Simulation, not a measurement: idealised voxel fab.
The name of this process module is voxel self aligned vias.
This is section cut - it's 220 nm across, gridded in 5 nm square cells.
Heads up, the way a cross-section reads in here is a grid of square cells, handed over as bands from the top down, with every band being one or more rows of cells.
First you get the band's top height and its bottom height, in nm, and then the materials it's made of, left to right, with each width in nm. If you see a single material with "full width", that one covers the band edge to edge. "empty" is empty space.
Counting heights begins at 0, where everything beneath is, in the wafer as received, one material. The lowest band has no bottom; it goes on downwards, as "0 down" shows.
Width spec "30..40" -> top row of cells at first value, bottom row at second value, equal per-row change in between.
Basically "identical to before" means that step didn't change any cell in the cross-section.
"Entrapped voids" contains a list of empty spaces, each no smaller than 8 cells and without an open way to the top, written in the form width x height at distance with the distance from the left edge and all three in nm.
If you see something after the settings on a step's line, that's the simulator's own remark about that step.
overlay nm: step with mask; distance mask lay right of planned place; negative value = left of planned place.
### plan
- 1: RECEIVE (material Si)
- 2: CONFORMAL_DEP (material SiO2; thk nm 15)
- 3: CONFORMAL_DEP (material SiCN; thk nm 5)
- 4: DIRECTIONAL_DEP (material lowk; thk nm 20)
- 5: DIRECTIONAL_DEP (material aC; thk nm 10)
- 6: PATTERN (tone open; mask id LINES; material resist; width nm 25; pitch nm 55; thk nm 25; overlay nm 0)
- 7: DIRECTIONAL_ETCH (etch materials aC; depth nm 10)
- 8: STRIP (etch materials resist)
- 9: DIRECTIONAL_ETCH (etch materials lowk; depth nm 20)
- 10: STRIP (etch materials aC)
- 11: CONFORMAL_DEP (material TiN; thk nm 5)
- 12: FILL_DEP (material W; thk nm 10)
- 13: CMP (height nm 40)
- 14: SELECTIVE_ETCH (etch materials W Ru TiN; depth nm 5)
- 15: FILL_DEP (material SiN; thk nm 10)
- 16: CMP (height nm 40)
- 17: DIRECTIONAL_DEP (material lowk; thk nm 20)
- 18: PATTERN (tone open; mask id VIAS; material resist; width nm 35; pitch nm 110; thk nm 15; overlay nm 0)
- 19: DIRECTIONAL_ETCH (etch materials lowk; depth nm 20)
- 20: DIRECTIONAL_ETCH (etch materials SiN; depth nm 5)
- 21: STRIP (etch materials resist)
- 22: CONFORMAL_DEP (material TiN; thk nm 5)
- 23: FILL_DEP (material Cu; thk nm 10)
- 24: CMP (height nm 60)
- 25: CONFORMAL_DEP (material SiN; thk nm 5)
### Shown in cross-section is the wafer as received, that is, as it stands after step 1
> 0 down: Si full width
> Entrapped voids: none
### First wafer of two, sectioned at end of module; run went per plan
> 65 to 60: SiN full width
> 60 to 45: lowk: 35, TiN: 5, Cu: 25, TiN: 5, lowk: 75, TiN: 5, Cu: 25, TiN: 5, lowk: 40
> 45 to 40: lowk: 35, TiN: 10, Cu: 15, TiN: 10, lowk: 75, TiN: 10, Cu: 15, TiN: 10, lowk: 40
> 40 to 35: lowk: 40, TiN: 25, lowk: 30, SiN: 25, lowk: 30, TiN: 25, lowk: 45
> 35 to 25: lowk: 40, TiN: 5, W: 15, TiN: 5, lowk: 30, TiN: 5, W: 15, TiN: 5, lowk: 30, TiN: 5, W: 15, TiN: 5, lowk: 45
> 25 to 20: lowk: 40, TiN: 25, lowk: 30, TiN: 25, lowk: 30, TiN: 25, lowk: 45
> 20 to 15: SiCN full width
> 15 to 0: SiO2 full width
> 0 down: Si full width
> Entrapped voids: none
### Cross-section, second wafer: same start as the first, same plan as the first, one mistake in running it; taken at the end of the module
> 65 to 60: SiN full width
> 60 to 45: lowk: 30, TiN: 5, Cu: 35, TiN: 5, lowk: 65, TiN: 5, Cu: 35, TiN: 5, lowk: 35
> 45 to 40: lowk: 30, TiN: 15, Cu: 15, TiN: 15, lowk: 65, TiN: 15, Cu: 15, TiN: 15, lowk: 35
> 40 to 35: lowk: 40, TiN: 25, lowk: 30, SiN: 25, lowk: 30, TiN: 25, lowk: 45
> 35 to 25: lowk: 40, TiN: 5, W: 15, TiN: 5, lowk: 30, TiN: 5, W: 15, TiN: 5, lowk: 30, TiN: 5, W: 15, TiN: 5, lowk: 45
> 25 to 20: lowk: 40, TiN: 25, lowk: 30, TiN: 25, lowk: 30, TiN: 25, lowk: 45
> 20 to 15: SiCN full width
> 15 to 0: SiO2 full width
> 0 down: Si full width
> Entrapped voids: none
In executing the process, a mistake was made relative to the plan: step 18 ran differently from the plan; actual operation with settings: PATTERN (tone open; mask id VIAS; material resist; width nm 45; pitch nm 110; thk nm 15; overlay nm 0)
Looking at both finished wafers in cells, the second ends up ahead of or behind the first on some materials: 12 more of Cu | 4 more of TiN | 16 fewer of lowk
